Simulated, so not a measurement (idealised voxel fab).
process module | voxel tone inversion
cross-section cut | 260 nm wide | cells 5 nm
A cross-section is a grid of square cells, given in bands from the top down. A band is one or more rows of cells.
Each band's line starts with the height of the band's top and of its bottom, in nm. Then come its materials from left to right, each with its width in nm. One material with "throughout" fills the band from edge to edge. "air" is empty space.
Height 0 is the level under which the wafer as received is all one material. The lowest band goes on downwards, as in "0 down".
A width such as "30 to 40" changes by the same amount from each row of cells to the next, from the band's top row to its bottom row.
"no change" after a step means that no cell of the cross-section changed.
closed voids: empty space of 8 cells or more with no open way to the top, each as width x height at its distance from the left edge, in nm
after a step's settings: what the simulator itself notes on the step
overlay nm, on a step with a mask: how far to the right of its planned place the mask lay; to the left if negative
plan
1 op RECEIVE | material Si
2 op CONFORMAL_DEP | material SiCN | thk nm 10
3 op DIRECTIONAL_DEP | material aC | thk nm 25
4 op PATTERN | tone cover | mask id POSTS | material resist | width nm 25 | pitch nm 55 | thk nm 35 | overlay nm 0
5 op DIRECTIONAL_ETCH | etch materials aC | depth nm 25
6 op STRIP | etch materials resist
7 op FILL_DEP | material SiO2 | thk nm 5
8 op CMP | height nm 35
9 op STRIP | etch materials aC
as received, after step 1
  0 down: Si throughout
  closed voids: none
a wafer at the end: this start, this plan, one mistake
  35 to 10: SiO2 70 | air 25 | SiO2 30 | air 25 | SiO2 30 | air 25 | SiO2 55
  10 to 0: SiCN throughout
  0 down: Si throughout
  closed voids: none
what went wrong: step 4 ran as: op PATTERN | tone cover | mask id POSTS | material resist | width nm 25 | pitch nm 55 | thk nm 35 | overlay nm 10
